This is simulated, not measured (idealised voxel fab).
The name of this process module is voxel gate over fins.
This is section cut - it's 250 nm across, gridded in 5 nm square cells.
Cross-section layout: square cells on a grid; listed as bands, top to bottom; a band spans one or more cell rows. Read a band's entry like this: the first values are the height of its top and the height of its bottom in nm, and what follows is the sequence of materials from left to right, each with its width in nm. Note that "empty" is empty space, and that a single material marked "all across" reaches across the band from edge to edge. All heights in this document are referenced to 0, defined as the level beneath which the wafer, as received, consists entirely of one material. The lowest band is not bounded below; it extends indefinitely downward and is written in the form "from 0 down". The notation "30..40" denotes a width that varies across the rows of cells in the band, beginning at the first number in the top row, finishing at the second number in the bottom row, and changing by an identical amount from each row to the next. Basically "no change occurred" means that step didn't change any cell in the cross-section. This entry, "Unvented cavities", enumerates those empty regions of no fewer than 8 cells that possess no open connection to the top. Each region is reported in the form width x height at distance, the distance being taken from the left edge, with all three quantities expressed in nm. What comes after the settings on a step's line is commentary from the simulator itself on that step. "overlay nm", when on a step's line for a step with a mask, measures how far to the right of its planned place the mask lay; a negative measure means to the left.
# These are the steps we planned for the process
1,RECEIVE (material Si)
2,CONFORMAL_DEP (material SiN; thk nm 10)
3,DIRECTIONAL_DEP (material aC; thk nm 15)
4,PATTERN (tone cover; mask id FINS; material resist; width nm 15; pitch nm 55; thk nm 35; overlay nm 0)
5,DIRECTIONAL_ETCH (etch materials aC; depth nm 15)
6,STRIP (etch materials resist)
7,DIRECTIONAL_ETCH (etch materials SiN; depth nm 10)
8,DIRECTIONAL_ETCH (etch materials Si; depth nm 30)
9,STRIP (etch materials aC)
10,OXIDIZE (depth nm 5)
11,FILL_DEP (material SiO2; thk nm 10)
12,CMP (height nm 10)
13,DIRECTIONAL_DEP (material aC; thk nm 15)
14,PATTERN (tone open; mask id RAIL; material resist; width nm 15; thk nm 30; overlay nm 0)
15,DIRECTIONAL_ETCH (etch materials aC; depth nm 15)
16,STRIP (etch materials resist)
17,DIRECTIONAL_ETCH (etch materials SiO2; depth nm 35)
18,STRIP (etch materials aC)
19,CONFORMAL_DEP (material TiN; thk nm 5)
20,FILL_DEP (material Ru; thk nm 5)
21,CMP (height nm 10)
22,SELECTIVE_ETCH (etch materials W Ru TiN; depth nm 30)
23,FILL_DEP (material SiO2; thk nm 5)
24,CMP (height nm 10)
25,SELECTIVE_ETCH (etch materials SiO2; depth nm 10)
26,STRIP (etch materials SiN)
27,CONFORMAL_DEP (material HfO2; thk nm 5)
28,CONFORMAL_DEP (material TiN; thk nm 5)
29,FILL_DEP (material W; thk nm 15)
30,CMP (height nm 20)
31,CONFORMAL_DEP (material SiN; thk nm 10)
The depth nm used in step 25 is not the same on every wafer, whereas the starting condition is; the value printed in the plan is the first wafer's.
# First wafer of several, as received: cross-section after step 1
* from 0 down  Si all across
* Unvented cavities: none
# Rows = wafers. At module end, each row lists per material the cells gained (+) or lost (-) since the wafer was received, then the closed voids
depth nm 10, +50 HfO2, -336 Si, +100 SiN, +333 SiO2, +53 TiN, +100 W, Unvented cavities: none
depth nm 15, +54 HfO2, -336 Si, +100 SiN, +285 SiO2, +57 TiN, +140 W, Unvented cavities: none
depth nm 20, +58 HfO2, -336 Si, +100 SiN, +237 SiO2, +61 TiN, +180 W, Unvented cavities: none
depth nm 25, +62 HfO2, -336 Si, +100 SiN, +189 SiO2, +65 TiN, +220 W, Unvented cavities: none
depth nm 30, +66 HfO2, -336 Si, +100 SiN, +141 SiO2, +69 TiN, +260 W, Unvented cavities: none
depth nm 35, +72 HfO2, -336 Si, +100 SiN, +96 SiO2, +74 TiN, +294 W, Unvented cavities: none
